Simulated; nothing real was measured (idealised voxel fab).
Name of the process module below: voxel wiring stack
Section shown: cut. Width: 215 nm. Cell size: 5 nm, square.
Cross-section spec: square-cell grid; bands listed top down; each band is one or more rows. A band entry consists of two parts. The first gives the height of the band's top and the height of its bottom, in nm. The rest lists the band's materials from left to right, each with its width in nm. A single material labelled with the word "everywhere" fills the band from edge to edge, and the word "air" marks empty space. Height reference: 0 = level under which incoming wafer is all one material. Lowest band: no bottom, runs on downward, e.g. "0 down". It should be noted that a width expressed as "30 to 40" varies in equal increments from row to row of cells within the band, taking the value of the first number at the top row and that of the second number at the bottom row. No cell of the cross-section changed in a step that is given as "no alterations made". Entry "Closed void list" = empty spaces >= 8 cells with no open way to the top; each as width x height at distance, distance from left edge, all nm. On a step's line, text after the settings is the simulator commenting on that step. overlay nm: where the mask lay relative to plan, measured to the right, on steps with a mask; negatives go left. Layout of what follows: cross-section pairs, each bracketing one process step, the after cross-section shown only to the lowest band that changed, the step between and its settings noted under each pair. Pairs may originate in different runs of this module on the same starting wafer; a pair continues from the pair above only where its entry headed "Pre-step geometry" says so.

Pre-step geometry
  120 to 110: air 70, aC 25, air 20, aC 25, air 75
  110 to 90: Ru everywhere
  90 to 85: TiN everywhere
  85 to 70: SiO2 70, Ru 15, SiO2 130
  70 to 65: SiCN 70, Ru 15, SiCN 130
  65 to 55: SiO2 70, TiN 5, Ru 15, TiN 5, SiO2 20, TiN 5, Ru 15, TiN 5, SiO2 75
  55 to 50: SiO2 70, TiN 5, Ru 5, TiN 15, SiO2 20, TiN 5, Ru 5, TiN 15, SiO2 75
  50 to 40: SiO2 70, TiN 5, Ru 5, TiN 5, SiO2 30, TiN 5, Ru 5, TiN 5, SiO2 85
  40 to 35: SiCN 70, TiN 15, SiCN 30, TiN 15, SiCN 85
  35 to 30: SiN 70, TiN 25, SiN 20, TiN 25, SiN 75
  30 to 0: SiO2 everywhere
  0 down: Si everywhere
  Closed void list: none

Post-Step Geometry
  120 to 110: air 70, aC 25, air 20, aC 25, air 75
  110 to 90: air 70, Ru 25, air 20, Ru 25, air 75
  Nothing below the height 90 has changed.
  Closed void list: none
Between the two cross-sections you see above, the step is DIRECTIONAL_ETCH (etch materials Ru; depth nm 20)

Pre-step geometry: taken from the pair above, after panel.

Post-Step Geometry
  120 to 110: air 70, aC 25, air 20, aC 25, air 75
  110 to 90: air 70, Ru 25, air 20, Ru 25, air 75
  90 to 85: air 70, TiN 25, air 20, TiN 25, air 75
  Nothing below the height 85 has changed.
  Closed void list: none
Between the two cross-sections you see above, the step is DIRECTIONAL_ETCH (etch materials TiN; depth nm 5)

Pre-step geometry: taken from the pair above, after panel.

Post-Step Geometry
  110 to 90: air 70, Ru 25, air 20, Ru 25, air 75
  Nothing below the height 90 has changed.
  Closed void list: none
Between the two cross-sections you see above, the step is STRIP (etch materials aC)

Pre-step geometry: taken from the pair above, after panel.

Post-Step Geometry
  115 to 110: SiO2 everywhere
  110 to 90: SiO2 70, Ru 25, SiO2 20, Ru 25, SiO2 75
  90 to 85: SiO2 70, TiN 25, SiO2 20, TiN 25, SiO2 75
  Nothing below the height 85 has changed.
  Closed void list: none
Between the two cross-sections you see above, the step is FILL_DEP (material SiO2; thk nm 5)

Pre-step geometry: taken from the pair above, after panel.

Post-Step Geometry
  110 to 90: SiO2 70, Ru 25, SiO2 20, Ru 25, SiO2 75
  Nothing below the height 90 has changed.
  Closed void list: none
Between the two cross-sections you see above, the step is CMP (height nm 110)

Pre-step geometry: taken from the pair above, after panel.

Post-Step Geometry
  115 to 110: SiCN everywhere
  Nothing below the height 110 has changed.
  Closed void list: none
Between the two cross-sections you see above, the step is CONFORMAL_DEP (material SiCN; thk nm 5)

Pre-step geometry: taken from the pair above, after panel.

Post-Step Geometry
  140 to 115: lowk everywhere
  Nothing below the height 115 has changed.
  Closed void list: none
Between the two cross-sections you see above, the step is DIRECTIONAL_DEP (material lowk; thk nm 25)

Pre-step geometry: taken from the pair above, after panel.

Post-Step Geometry
  140 to 125: lowk 70, air 25, lowk 20, air 25, lowk 75
  Nothing below the height 125 has changed.
  Closed void list: none
Between the two cross-sections you see above, the step is MASKED_ETCH (tone open; mask id METAL_4; width nm 25; pitch nm 45; etch materials lowk; depth nm 15; overlay nm 0)

Pre-step geometry: taken from the pair above, after panel.

Post-Step Geometry
  155 to 140: aC 70, air 25, aC 20, air 25, aC 75
  140 to 125: lowk 70, aC 25, lowk 20, aC 25, lowk 75
  Nothing below the height 125 has changed.
  Closed void list: none
Between the two cross-sections you see above, the step is DIRECTIONAL_DEP (material aC; thk nm 15)

Pre-step geometry: taken from the pair above, after panel.

Post-Step Geometry
  190 to 155: resist 70, air 15, resist 130
  155 to 140: aC 70, air 15, resist 10, aC 20, resist 25, aC 75
  Nothing below the height 140 has changed.
  Closed void list: none
Between the two cross-sections you see above, the step is PATTERN (tone open; mask id METAL_4_HOLES; material resist; width nm 15; thk nm 35; overlay nm 0)

Pre-step geometry: taken from the pair above, after panel.

Post-Step Geometry
  175 to 155: resist 70, air 15, resist 130
  155 to 140: aC 70, air 15, resist 10, aC 20, resist 25, aC 75
  140 to 125: lowk 70, air 15, aC 10, lowk 20, aC 25, lowk 75
  Nothing below the height 125 has changed.
  Closed void list: none
Between the two cross-sections you see above, the step is DIRECTIONAL_ETCH (etch materials aC; depth nm 15)

Pre-step geometry: taken from the pair above, after panel.

Post-Step Geometry
  155 to 140: aC 70, air 25, aC 20, air 25, aC 75
  Nothing below the height 140 has changed.
  Closed void list: none
Between the two cross-sections you see above, the step is STRIP (etch materials resist)

Pre-step geometry: taken from the pair above, after panel.

Post-Step Geometry
  155 to 140: aC 70, air 25, aC 20, air 25, aC 75
  140 to 125: lowk 70, air 15, aC 10, lowk 20, aC 25, lowk 75
  125 to 115: lowk 70, air 15, lowk 130
  Nothing below the height 115 has changed.
  Closed void list: none
Between the two cross-sections you see above, the step is DIRECTIONAL_ETCH (etch materials lowk; depth nm 10)

Pre-step geometry: taken from the pair above, after panel.

Post-Step Geometry
  155 to 140: aC 70, air 25, aC 20, air 25, aC 75
  140 to 125: lowk 70, air 15, aC 10, lowk 20, aC 25, lowk 75
  125 to 115: lowk 70, air 15, lowk 130
  115 to 110: SiCN 70, air 15, SiCN 130
  Nothing below the height 110 has changed.
  Closed void list: none
Between the two cross-sections you see above, the step is DIRECTIONAL_ETCH (etch materials SiCN; depth nm 5)

Pre-step geometry: taken from the pair above, after panel.

Post-Step Geometry
  140 to 125: lowk 70, air 25, lowk 20, air 25, lowk 75
  Nothing below the height 125 has changed.
  Closed void list: none
Between the two cross-sections you see above, the step is STRIP (etch materials aC)

Pre-step geometry: taken from the pair above, after panel.

Post-Step Geometry
  145 to 140: TiN 75, air 15, TiN 30, air 15, TiN 80
  140 to 130: lowk 70, TiN 5, air 15, TiN 5, lowk 20, TiN 5, air 15, TiN 5, lowk 75
  130 to 125: lowk 70, TiN 5, air 5, TiN 15, lowk 20, TiN 25, lowk 75
  125 to 115: lowk 70, TiN 5, air 5, TiN 5, lowk 130
  115 to 110: SiCN 70, TiN 15, SiCN 130
  Nothing below the height 110 has changed.
  Closed void list: none
Between the two cross-sections you see above, the step is CONFORMAL_DEP (material TiN; thk nm 5)

Pre-step geometry: taken from the pair above, after panel.

Post-Step Geometry
  155 to 145: Cu everywhere
  145 to 140: TiN 75, Cu 15, TiN 30, Cu 15, TiN 80
  140 to 130: lowk 70, TiN 5, Cu 15, TiN 5, lowk 20, TiN 5, Cu 15, TiN 5, lowk 75
  130 to 125: lowk 70, TiN 5, Cu 5, TiN 15, lowk 20, TiN 25, lowk 75
  125 to 115: lowk 70, TiN 5, Cu 5, TiN 5, lowk 130
  Nothing below the height 115 has changed.
  Closed void list: none
Between the two cross-sections you see above, the step is FILL_DEP (material Cu; thk nm 10)

Pre-step geometry: taken from the pair above, after panel.

Post-Step Geometry
  140 to 130: lowk 70, TiN 5, Cu 15, TiN 5, lowk 20, TiN 5, Cu 15, TiN 5, lowk 75
  Nothing below the height 130 has changed.
  Closed void list: none
Between the two cross-sections you see above, the step is CMP (height nm 140)

Pre-step geometry: taken from the pair above, after panel.

Post-Step Geometry
  145 to 140: SiCN everywhere
  Nothing below the height 140 has changed.
  Closed void list: none
Between the two cross-sections you see above, the step is CONFORMAL_DEP (material SiCN; thk nm 5)

Pre-step geometry
  0 down: Si everywhere
  Closed void list: none

Post-Step Geometry
  5 to 0: SiN everywhere
  Nothing below the height 0 has changed.
  Closed void list: none
Between the two cross-sections you see above, the step is CONFORMAL_DEP (material SiN; thk nm 5)

Pre-step geometry: taken from the pair above, after panel.

Post-Step Geometry
  20 to 5: SiO2 everywhere
  Nothing below the height 5 has changed.
  Closed void list: none
Between the two cross-sections you see above, the step is CONFORMAL_DEP (material SiO2; thk nm 15)

Pre-step geometry: taken from the pair above, after panel.

Post-Step Geometry
  35 to 20: lowk everywhere
  Nothing below the height 20 has changed.
  Closed void list: none
Between the two cross-sections you see above, the step is DIRECTIONAL_DEP (material lowk; thk nm 15)

Pre-step geometry: taken from the pair above, after panel.

Post-Step Geometry
  35 to 20: lowk 70, air 25, lowk 20, air 25, lowk 75
  Nothing below the height 20 has changed.
  Closed void list: none
Between the two cross-sections you see above, the step is MASKED_ETCH (tone open; mask id METAL_1; width nm 25; pitch nm 45; etch materials lowk; depth nm 15; overlay nm 0)

Pre-step geometry: taken from the pair above, after panel.

Post-Step Geometry
  40 to 35: TiN 75, air 15, TiN 30, air 15, TiN 80
  35 to 25: lowk 70, TiN 5, air 15, TiN 5, lowk 20, TiN 5, air 15, TiN 5, lowk 75
  25 to 20: lowk 70, TiN 25, lowk 20, TiN 25, lowk 75
  Nothing below the height 20 has changed.
  Closed void list: none
Between the two cross-sections you see above, the step is CONFORMAL_DEP (material TiN; thk nm 5)

Pre-step geometry: taken from the pair above, after panel.

Post-Step Geometry
  45 to 40: Cu everywhere
  40 to 35: TiN 75, Cu 15, TiN 30, Cu 15, TiN 80
  35 to 25: lowk 70, TiN 5, Cu 15, TiN 5, lowk 20, TiN 5, Cu 15, TiN 5, lowk 75
  Nothing below the height 25 has changed.
  Closed void list: none
Between the two cross-sections you see above, the step is FILL_DEP (material Cu; thk nm 5)

Pre-step geometry: taken from the pair above, after panel.

Post-Step Geometry
  35 to 25: lowk 70, TiN 5, Cu 15, TiN 5, lowk 20, TiN 5, Cu 15, TiN 5, lowk 75
  Nothing below the height 25 has changed.
  Closed void list: none
Between the two cross-sections you see above, the step is CMP (height nm 35)

Pre-step geometry: taken from the pair above, after panel.

Post-Step Geometry
  40 to 35: SiCN everywhere
  Nothing below the height 35 has changed.
  Closed void list: none
Between the two cross-sections you see above, the step is CONFORMAL_DEP (material SiCN; thk nm 5)

Pre-step geometry: taken from the pair above, after panel.

Post-Step Geometry
  65 to 40: SiO2 everywhere
  Nothing below the height 40 has changed.
  Closed void list: none
Between the two cross-sections you see above, the step is DIRECTIONAL_DEP (material SiO2; thk nm 25)

Pre-step geometry: taken from the pair above, after panel.

Post-Step Geometry
  75 to 65: aC everywhere
  Nothing below the height 65 has changed.
  Closed void list: none
Between the two cross-sections you see above, the step is DIRECTIONAL_DEP (material aC; thk nm 10)

Pre-step geometry: taken from the pair above, after panel.

Post-Step Geometry
  100 to 75: resist 70, air 15, resist 30, air 15, resist 85
  Nothing below the height 75 has changed.
  Closed void list: none
Between the two cross-sections you see above, the step is PATTERN (tone open; mask id METAL_2_HOLES; material resist; width nm 15; pitch nm 45; thk nm 25; overlay nm 0)

Pre-step geometry: taken from the pair above, after panel.

Post-Step Geometry
  90 to 75: resist 70, air 15, resist 30, air 15, resist 85
  75 to 65: aC 70, air 15, aC 30, air 15, aC 85
  Nothing below the height 65 has changed.
  Closed void list: none
Between the two cross-sections you see above, the step is DIRECTIONAL_ETCH (etch materials aC; depth nm 10)

Pre-step geometry: taken from the pair above, after panel.

Post-Step Geometry
  75 to 65: aC 70, air 15, aC 30, air 15, aC 85
  Nothing below the height 65 has changed.
  Closed void list: none
Between the two cross-sections you see above, the step is STRIP (etch materials resist)

Pre-step geometry: taken from the pair above, after panel.

Post-Step Geometry
  75 to 65: aC 70, air 15, aC 30, air 15, aC 85
  65 to 40: SiO2 70, air 15, SiO2 30, air 15, SiO2 85
  Nothing below the height 40 has changed.
  Closed void list: none
Between the two cross-sections you see above, the step is DIRECTIONAL_ETCH (etch materials SiO2; depth nm 25)

Pre-step geometry: taken from the pair above, after panel.

Post-Step Geometry
  65 to 40: SiO2 70, air 15, SiO2 30, air 15, SiO2 85
  Nothing below the height 40 has changed.
  Closed void list: none
Between the two cross-sections you see above, the step is STRIP (etch materials aC)

Pre-step geometry: taken from the pair above, after panel.

Post-Step Geometry
  65 to 50: SiO2 70, air 25, SiO2 20, air 25, SiO2 75
  Nothing below the height 50 has changed.
  Closed void list: none
Between the two cross-sections you see above, the step is MASKED_ETCH (tone open; mask id METAL_2; width nm 25; pitch nm 45; etch materials SiO2; depth nm 15; overlay nm 0)

Pre-step geometry: taken from the pair above, after panel.

Post-Step Geometry
  65 to 50: SiO2 70, air 25, SiO2 20, air 25, SiO2 75
  50 to 40: SiO2 70, air 15, SiO2 30, air 15, SiO2 85
  40 to 35: SiCN 70, air 15, SiCN 30, air 15, SiCN 85
  Nothing below the height 35 has changed.
  Closed void list: none
Between the two cross-sections you see above, the step is MASKED_ETCH (tone open; mask id METAL_2; width nm 25; pitch nm 45; etch materials SiCN; depth nm 5; overlay nm 0)

Pre-step geometry: taken from the pair above, after panel.

Post-Step Geometry
  70 to 65: TiN 75, air 15, TiN 30, air 15, TiN 80
  65 to 55: SiO2 70, TiN 5, air 15, TiN 5, SiO2 20, TiN 5, air 15, TiN 5, SiO2 75
  55 to 50: SiO2 70, TiN 5, air 5, TiN 15, SiO2 20, TiN 5, air 5, TiN 15, SiO2 75
  50 to 40: SiO2 70, TiN 5, air 5, TiN 5, SiO2 30, TiN 5, air 5, TiN 5, SiO2 85
  40 to 35: SiCN 70, TiN 15, SiCN 30, TiN 15, SiCN 85
  Nothing below the height 35 has changed.
  Closed void list: none
Between the two cross-sections you see above, the step is CONFORMAL_DEP (material TiN; thk nm 5)

Pre-step geometry: taken from the pair above, after panel.

Post-Step Geometry
  80 to 70: Ru everywhere
  70 to 65: TiN 75, Ru 15, TiN 30, Ru 15, TiN 80
  65 to 55: SiO2 70, TiN 5, Ru 15, TiN 5, SiO2 20, TiN 5, Ru 15, TiN 5, SiO2 75
  55 to 50: SiO2 70, TiN 5, Ru 5, TiN 15, SiO2 20, TiN 5, Ru 5, TiN 15, SiO2 75
  50 to 40: SiO2 70, TiN 5, Ru 5, TiN 5, SiO2 30, TiN 5, Ru 5, TiN 5, SiO2 85
  Nothing below the height 40 has changed.
  Closed void list: none
Between the two cross-sections you see above, the step is FILL_DEP (material Ru; thk nm 10)

Pre-step geometry: taken from the pair above, after panel.

Post-Step Geometry
  65 to 55: SiO2 70, TiN 5, Ru 15, TiN 5, SiO2 20, TiN 5, Ru 15, TiN 5, SiO2 75
  Nothing below the height 55 has changed.
  Closed void list: none
Between the two cross-sections you see above, the step is CMP (height nm 65)

Pre-step geometry: taken from the pair above, after panel.

Post-Step Geometry
  70 to 65: SiCN everywhere
  Nothing below the height 65 has changed.
  Closed void list: none
Between the two cross-sections you see above, the step is CONFORMAL_DEP (material SiCN; thk nm 5)

Pre-step geometry: taken from the pair above, after panel.

Post-Step Geometry
  85 to 70: SiO2 everywhere
  Nothing below the height 70 has changed.
  Closed void list: none
Between the two cross-sections you see above, the step is DIRECTIONAL_DEP (material SiO2; thk nm 15)

Pre-step geometry: taken from the pair above, after panel.

Post-Step Geometry
  85 to 70: SiO2 70, air 15, SiO2 130
  Nothing below the height 70 has changed.
  Closed void list: none
Between the two cross-sections you see above, the step is MASKED_ETCH (tone open; mask id PLUG_2; width nm 15; etch materials SiO2; depth nm 15; overlay nm 0)

Pre-step geometry: taken from the pair above, after panel.

Post-Step Geometry
  85 to 70: SiO2 70, air 15, SiO2 130
  70 to 65: SiCN 70, air 15, SiCN 130
  Nothing below the height 65 has changed.
  Closed void list: none
Between the two cross-sections you see above, the step is MASKED_ETCH (tone open; mask id PLUG_2; width nm 15; etch materials SiCN; depth nm 5; overlay nm 0)

Pre-step geometry: taken from the pair above, after panel.

Post-Step Geometry
  85 to 75: SiO2 70, air 15, SiO2 130
  75 to 70: SiO2 70, Ru 15, SiO2 130
  70 to 65: SiCN 70, Ru 15, SiCN 130
  Nothing below the height 65 has changed.
  Closed void list: none
Between the two cross-sections you see above, the step is EPI (material Ru; thk nm 10)

Pre-step geometry: taken from the pair above, after panel.

Post-Step Geometry
  85 to 70: SiO2 70, Ru 15, SiO2 130
  Nothing below the height 70 has changed.
  Closed void list: none
Between the two cross-sections you see above, the step is EPI (material Ru; thk nm 10)

Pre-step geometry: taken from the pair above, after panel.

Post-Step Geometry
  90 to 85: TiN everywhere
  Nothing below the height 85 has changed.
  Closed void list: none
Between the two cross-sections you see above, the step is DIRECTIONAL_DEP (material TiN; thk nm 5)

Pre-step geometry: taken from the pair above, after panel.

Post-Step Geometry
  110 to 90: Ru everywhere
  Nothing below the height 90 has changed.
  Closed void list: none
Between the two cross-sections you see above, the step is DIRECTIONAL_DEP (material Ru; thk nm 20)

Pre-step geometry: taken from the pair above, after panel.

Post-Step Geometry
  120 to 110: aC everywhere
  Nothing below the height 110 has changed.
  Closed void list: none
Between the two cross-sections you see above, the step is DIRECTIONAL_DEP (material aC; thk nm 10)

Pre-step geometry: taken from the pair above, after panel.

Post-Step Geometry
  145 to 120: air 70, resist 25, air 20, resist 25, air 75
  Nothing below the height 120 has changed.
  Closed void list: none
Between the two cross-sections you see above, the step is PATTERN (tone cover; mask id METAL_3; material resist; width nm 25; pitch nm 45; thk nm 25; overlay nm 0)

Pre-step geometry: taken from the pair above, after panel.

Post-Step Geometry
  135 to 120: air 70, resist 25, air 20, resist 25, air 75
  120 to 110: air 70, aC 25, air 20, aC 25, air 75
  Nothing below the height 110 has changed.
  Closed void list: none
Between the two cross-sections you see above, the step is DIRECTIONAL_ETCH (etch materials aC; depth nm 10)

Pre-step geometry: taken from the pair above, after panel.

Post-Step Geometry
  120 to 110: air 70, aC 25, air 20, aC 25, air 75
  Nothing below the height 110 has changed.
  Closed void list: none
Between the two cross-sections you see above, the step is STRIP (etch materials resist)

Pre-step geometry: taken from the pair above, after panel.

Post-Step Geometry
  120 to 110: air 70, aC 25, air 20, aC 25, air 75
  110 to 90: air 70, Ru 25, air 20, Ru 25, air 75
  Nothing below the height 90 has changed.
  Closed void list: none
Between the two cross-sections you see above, the step is DIRECTIONAL_ETCH (etch materials Ru; depth nm 20)

Pre-step geometry: taken from the pair above, after panel.

Post-Step Geometry
  120 to 110: air 70, aC 25, air 20, aC 25, air 75
  110 to 90: air 70, Ru 25, air 20, Ru 25, air 75
  90 to 85: air 70, TiN 25, air 20, TiN 25, air 75
  Nothing below the height 85 has changed.
  Closed void list: none
Between the two cross-sections you see above, the step is DIRECTIONAL_ETCH (etch materials TiN; depth nm 5)

Pre-step geometry: taken from the pair above, after panel.

Post-Step Geometry
  110 to 90: air 70, Ru 25, air 20, Ru 25, air 75
  Nothing below the height 90 has changed.
  Closed void list: none
Between the two cross-sections you see above, the step is STRIP (etch materials aC)

Pre-step geometry: taken from the pair above, after panel.

Post-Step Geometry
  115 to 110: SiO2 everywhere
  110 to 90: SiO2 70, Ru 25, SiO2 20, Ru 25, SiO2 75
  90 to 85: SiO2 70, TiN 25, SiO2 20, TiN 25, SiO2 75
  Nothing below the height 85 has changed.
  Closed void list: none
Between the two cross-sections you see above, the step is FILL_DEP (material SiO2; thk nm 5)

Pre-step geometry: taken from the pair above, after panel.

Post-Step Geometry
  110 to 90: SiO2 70, Ru 25, SiO2 20, Ru 25, SiO2 75
  Nothing below the height 90 has changed.
  Closed void list: none
Between the two cross-sections you see above, the step is CMP (height nm 110)

Pre-step geometry: taken from the pair above, after panel.

Post-Step Geometry
  115 to 110: SiCN everywhere
  Nothing below the height 110 has changed.
  Closed void list: none
Between the two cross-sections you see above, the step is CONFORMAL_DEP (material SiCN; thk nm 5)

Pre-step geometry: taken from the pair above, after panel.

Post-Step Geometry
  140 to 115: lowk everywhere
  Nothing below the height 115 has changed.
  Closed void list: none
Between the two cross-sections you see above, the step is DIRECTIONAL_DEP (material lowk; thk nm 25)

Pre-step geometry: taken from the pair above, after panel.

Post-Step Geometry
  140 to 125: lowk 70, air 25, lowk 20, air 25, lowk 75
  Nothing below the height 125 has changed.
  Closed void list: none
Between the two cross-sections you see above, the step is MASKED_ETCH (tone open; mask id METAL_4; width nm 25; pitch nm 45; etch materials lowk; depth nm 15; overlay nm 0)

Pre-step geometry: taken from the pair above, after panel.

Post-Step Geometry
  155 to 140: aC 70, air 25, aC 20, air 25, aC 75
  140 to 125: lowk 70, aC 25, lowk 20, aC 25, lowk 75
  Nothing below the height 125 has changed.
  Closed void list: none
Between the two cross-sections you see above, the step is DIRECTIONAL_DEP (material aC; thk nm 15)

Pre-step geometry: taken from the pair above, after panel.

Post-Step Geometry
  190 to 155: resist 70, air 15, resist 130
  155 to 140: aC 70, air 15, resist 10, aC 20, resist 25, aC 75
  Nothing below the height 140 has changed.
  Closed void list: none
Between the two cross-sections you see above, the step is PATTERN (tone open; mask id METAL_4_HOLES; material resist; width nm 15; thk nm 35; overlay nm 0)

Pre-step geometry: taken from the pair above, after panel.

Post-Step Geometry
  175 to 155: resist 70, air 15, resist 130
  155 to 140: aC 70, air 15, resist 10, aC 20, resist 25, aC 75
  140 to 125: lowk 70, air 15, aC 10, lowk 20, aC 25, lowk 75
  Nothing below the height 125 has changed.
  Closed void list: none
Between the two cross-sections you see above, the step is DIRECTIONAL_ETCH (etch materials aC; depth nm 15)

Pre-step geometry: taken from the pair above, after panel.

Post-Step Geometry
  155 to 140: aC 70, air 25, aC 20, air 25, aC 75
  Nothing below the height 140 has changed.
  Closed void list: none
Between the two cross-sections you see above, the step is STRIP (etch materials resist)

Pre-step geometry: taken from the pair above, after panel.

Post-Step Geometry
  155 to 140: aC 70, air 25, aC 20, air 25, aC 75
  140 to 125: lowk 70, air 15, aC 10, lowk 20, aC 25, lowk 75
  125 to 115: lowk 70, air 15, lowk 130
  Nothing below the height 115 has changed.
  Closed void list: none
Between the two cross-sections you see above, the step is DIRECTIONAL_ETCH (etch materials lowk; depth nm 10)

Pre-step geometry: taken from the pair above, after panel.

Post-Step Geometry
  155 to 140: aC 70, air 25, aC 20, air 25, aC 75
  140 to 125: lowk 70, air 15, aC 10, lowk 20, aC 25, lowk 75
  125 to 115: lowk 70, air 15, lowk 130
  115 to 110: SiCN 70, air 15, SiCN 130
  Nothing below the height 110 has changed.
  Closed void list: none
Between the two cross-sections you see above, the step is DIRECTIONAL_ETCH (etch materials SiCN; depth nm 5)

Pre-step geometry: taken from the pair above, after panel.

Post-Step Geometry
  140 to 125: lowk 70, air 25, lowk 20, air 25, lowk 75
  Nothing below the height 125 has changed.
  Closed void list: none
Between the two cross-sections you see above, the step is STRIP (etch materials aC)

Pre-step geometry: taken from the pair above, after panel.

Post-Step Geometry
  145 to 140: TiN 75, air 15, TiN 30, air 15, TiN 80
  140 to 130: lowk 70, TiN 5, air 15, TiN 5, lowk 20, TiN 5, air 15, TiN 5, lowk 75
  130 to 125: lowk 70, TiN 5, air 5, TiN 15, lowk 20, TiN 25, lowk 75
  125 to 115: lowk 70, TiN 5, air 5, TiN 5, lowk 130
  115 to 110: SiCN 70, TiN 15, SiCN 130
  Nothing below the height 110 has changed.
  Closed void list: none
Between the two cross-sections you see above, the step is CONFORMAL_DEP (material TiN; thk nm 5)

Pre-step geometry: taken from the pair above, after panel.

Post-Step Geometry
  155 to 145: Cu everywhere
  145 to 140: TiN 75, Cu 15, TiN 30, Cu 15, TiN 80
  140 to 130: lowk 70, TiN 5, Cu 15, TiN 5, lowk 20, TiN 5, Cu 15, TiN 5, lowk 75
  130 to 125: lowk 70, TiN 5, Cu 5, TiN 15, lowk 20, TiN 25, lowk 75
  125 to 115: lowk 70, TiN 5, Cu 5, TiN 5, lowk 130
  Nothing below the height 115 has changed.
  Closed void list: none
Between the two cross-sections you see above, the step is FILL_DEP (material Cu; thk nm 10)

Pre-step geometry: taken from the pair above, after panel.

Post-Step Geometry
  140 to 130: lowk 70, TiN 5, Cu 15, TiN 5, lowk 20, TiN 5, Cu 15, TiN 5, lowk 75
  Nothing below the height 130 has changed.
  Closed void list: none
Between the two cross-sections you see above, the step is CMP (height nm 140)

Pre-step geometry: taken from the pair above, after panel.

Post-Step Geometry
  145 to 140: SiCN everywhere
  Nothing below the height 140 has changed.
  Closed void list: none
Between the two cross-sections you see above, the step is CONFORMAL_DEP (material SiCN; thk nm 5)

Pre-step geometry
  0 down: Si everywhere
  Closed void list: none

Post-Step Geometry
  10 to 0: SiO2 everywhere
  Nothing below the height 0 has changed.
  Closed void list: none
Between the two cross-sections you see above, the step is CONFORMAL_DEP (material SiO2; thk nm 10)

Pre-step geometry: taken from the pair above, after panel.

Post-Step Geometry
  15 to 10: SiN everywhere
  Nothing below the height 10 has changed.
  Closed void list: none
Between the two cross-sections you see above, the step is CONFORMAL_DEP (material SiN; thk nm 5)

Pre-step geometry: taken from the pair above, after panel.

Post-Step Geometry
  30 to 15: lowk everywhere
  Nothing below the height 15 has changed.
  Closed void list: none
Between the two cross-sections you see above, the step is DIRECTIONAL_DEP (material lowk; thk nm 15)

Pre-step geometry: taken from the pair above, after panel.

Post-Step Geometry
  30 to 15: lowk 70, air 25, lowk 20, air 25, lowk 75
  Nothing below the height 15 has changed.
  Closed void list: none
Between the two cross-sections you see above, the step is MASKED_ETCH (tone open; mask id METAL_1; width nm 25; pitch nm 45; etch materials lowk; depth nm 15; overlay nm 0)

Pre-step geometry: taken from the pair above, after panel.

Post-Step Geometry
  30 to 15: lowk 70, air 25, lowk 20, air 25, lowk 75
  15 to 10: SiN 70, air 25, SiN 20, air 25, SiN 75
  Nothing below the height 10 has changed.
  Closed void list: none
Between the two cross-sections you see above, the step is MASKED_ETCH (tone open; mask id METAL_1; width nm 25; pitch nm 45; etch materials SiN; depth nm 5; overlay nm 0)

Pre-step geometry: taken from the pair above, after panel.

Post-Step Geometry
  35 to 30: TiN 75, air 15, TiN 30, air 15, TiN 80
  30 to 15: lowk 70, TiN 5, air 15, TiN 5, lowk 20, TiN 5, air 15, TiN 5, lowk 75
  15 to 10: SiN 70, TiN 25, SiN 20, TiN 25, SiN 75
  Nothing below the height 10 has changed.
  Closed void list: none
Between the two cross-sections you see above, the step is CONFORMAL_DEP (material TiN; thk nm 5)

Pre-step geometry: taken from the pair above, after panel.

Post-Step Geometry
  40 to 35: Cu everywhere
  35 to 30: TiN 75, Cu 15, TiN 30, Cu 15, TiN 80
  30 to 15: lowk 70, TiN 5, Cu 15, TiN 5, lowk 20, TiN 5, Cu 15, TiN 5, lowk 75
  Nothing below the height 15 has changed.
  Closed void list: none
Between the two cross-sections you see above, the step is FILL_DEP (material Cu; thk nm 5)

Pre-step geometry: taken from the pair above, after panel.

Post-Step Geometry
  35 to 30: TiN 75, Cu 15, TiN 30, Cu 15, TiN 80
  Nothing below the height 30 has changed.
  Closed void list: none
Between the two cross-sections you see above, the step is CMP (height nm 35)

Pre-step geometry: taken from the pair above, after panel.

Post-Step Geometry
  40 to 35: SiCN everywhere
  Nothing below the height 35 has changed.
  Closed void list: none
Between the two cross-sections you see above, the step is CONFORMAL_DEP (material SiCN; thk nm 5)

Pre-step geometry: taken from the pair above, after panel.

Post-Step Geometry
  65 to 40: SiO2 everywhere
  Nothing below the height 40 has changed.
  Closed void list: none
Between the two cross-sections you see above, the step is DIRECTIONAL_DEP (material SiO2; thk nm 25)

Pre-step geometry: taken from the pair above, after panel.

Post-Step Geometry
  75 to 65: aC everywhere
  Nothing below the height 65 has changed.
  Closed void list: none
Between the two cross-sections you see above, the step is DIRECTIONAL_DEP (material aC; thk nm 10)

Pre-step geometry: taken from the pair above, after panel.

Post-Step Geometry
  100 to 75: resist 70, air 15, resist 30, air 15, resist 85
  Nothing below the height 75 has changed.
  Closed void list: none
Between the two cross-sections you see above, the step is PATTERN (tone open; mask id METAL_2_HOLES; material resist; width nm 15; pitch nm 45; thk nm 25; overlay nm 0)

Pre-step geometry: taken from the pair above, after panel.

Post-Step Geometry
  90 to 75: resist 70, air 15, resist 30, air 15, resist 85
  75 to 65: aC 70, air 15, aC 30, air 15, aC 85
  Nothing below the height 65 has changed.
  Closed void list: none
Between the two cross-sections you see above, the step is DIRECTIONAL_ETCH (etch materials aC; depth nm 10)

Pre-step geometry: taken from the pair above, after panel.

Post-Step Geometry
  75 to 65: aC 70, air 15, aC 30, air 15, aC 85
  Nothing below the height 65 has changed.
  Closed void list: none
Between the two cross-sections you see above, the step is STRIP (etch materials resist)

Pre-step geometry: taken from the pair above, after panel.

Post-Step Geometry
  75 to 65: aC 70, air 15, aC 30, air 15, aC 85
  65 to 40: SiO2 70, air 15, SiO2 30, air 15, SiO2 85
  Nothing below the height 40 has changed.
  Closed void list: none
Between the two cross-sections you see above, the step is DIRECTIONAL_ETCH (etch materials SiO2; depth nm 25)

Pre-step geometry: taken from the pair above, after panel.

Post-Step Geometry
  65 to 40: SiO2 70, air 15, SiO2 30, air 15, SiO2 85
  Nothing below the height 40 has changed.
  Closed void list: none
Between the two cross-sections you see above, the step is STRIP (etch materials aC)

Pre-step geometry: taken from the pair above, after panel.

Post-Step Geometry
  65 to 50: SiO2 70, air 25, SiO2 20, air 25, SiO2 75
  Nothing below the height 50 has changed.
  Closed void list: none
Between the two cross-sections you see above, the step is MASKED_ETCH (tone open; mask id METAL_2; width nm 25; pitch nm 45; etch materials SiO2; depth nm 15; overlay nm 0)
